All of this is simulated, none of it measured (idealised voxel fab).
You're looking at the process module voxel double patterning.
Cross-section cut: width 255 nm, square cells of 5 nm.
Cross-sections here: square-cell grids, written as top-down lists of bands, a band being one or more rows of cells.
Per band: top height and bottom height in nm, followed by the left-to-right materials and their widths in nm; "edge to edge" marks a single material spanning edge to edge, "blank" marks empty space.
For the purposes of this specification, 0 denotes the height below which the wafer in its as-received condition is composed wholly of one material, and the lowermost band, lacking a lower limit, extends downward without end, as expressed in "0 and below".
Width: "30->40" (first number = top row, second number = bottom row, same change from row to row of cells).
"nothing different" after a step means that no cell of the cross-section changed.
What "Enclosed empty spaces" gives you is every empty space of 8 cells or more that is cut off from the top. Each appears as width x height at distance, with the distance taken from the left edge and width, height and distance all in nm.
Where a step's line continues beyond its settings, the continuation is a remark by the simulator itself on that step.
A step's line can hold "overlay nm"; with a mask on that step, the setting says how far right of the planned place the mask lay, while a negative setting says it lay to the left.
These are the steps we planned for the process
1,RECEIVE with material Si
2,CONFORMAL_DEP with material SiO2, thk nm 5
3,DIRECTIONAL_DEP with material W, thk nm 15
4,DIRECTIONAL_DEP with material SiCN, thk nm 10
5,DIRECTIONAL_DEP with material aC, thk nm 15
6,PATTERN with tone open, mask id FIRST, material resist, width nm 15, pitch nm 50, thk nm 30, overlay nm 0
7,DIRECTIONAL_ETCH with etch materials aC, depth nm 15
8,STRIP with etch materials resist
9,DIRECTIONAL_ETCH with etch materials SiCN, depth nm 10
10,STRIP with etch materials aC
11,PATTERN with tone open, mask id SECOND, material resist, width nm 15, thk nm 20, overlay nm 0
12,DIRECTIONAL_ETCH with etch materials SiCN, depth nm 10
13,STRIP with etch materials resist
14,DIRECTIONAL_ETCH with etch materials W, depth nm 15
15,STRIP with etch materials SiCN
The cross-section here shows the wafer as received, i.e. in its state after step 1
* 0 and below = Si edge to edge
* Enclosed empty spaces: none
Post-module cross-section: identical start and plan to those above, one misstep in execution
* 10 down to 5 = W=95 | blank=15 | W=10 | blank=15 | W=10 | blank=15 | W=95
* 5 down to 0 = SiO2 edge to edge
* 0 and below = Si edge to edge
* Enclosed empty spaces: none
Which mistake was made when the wafer was run? step 3: run off-plan, actual operation and settings DIRECTIONAL_DEP with material W, thk nm 5
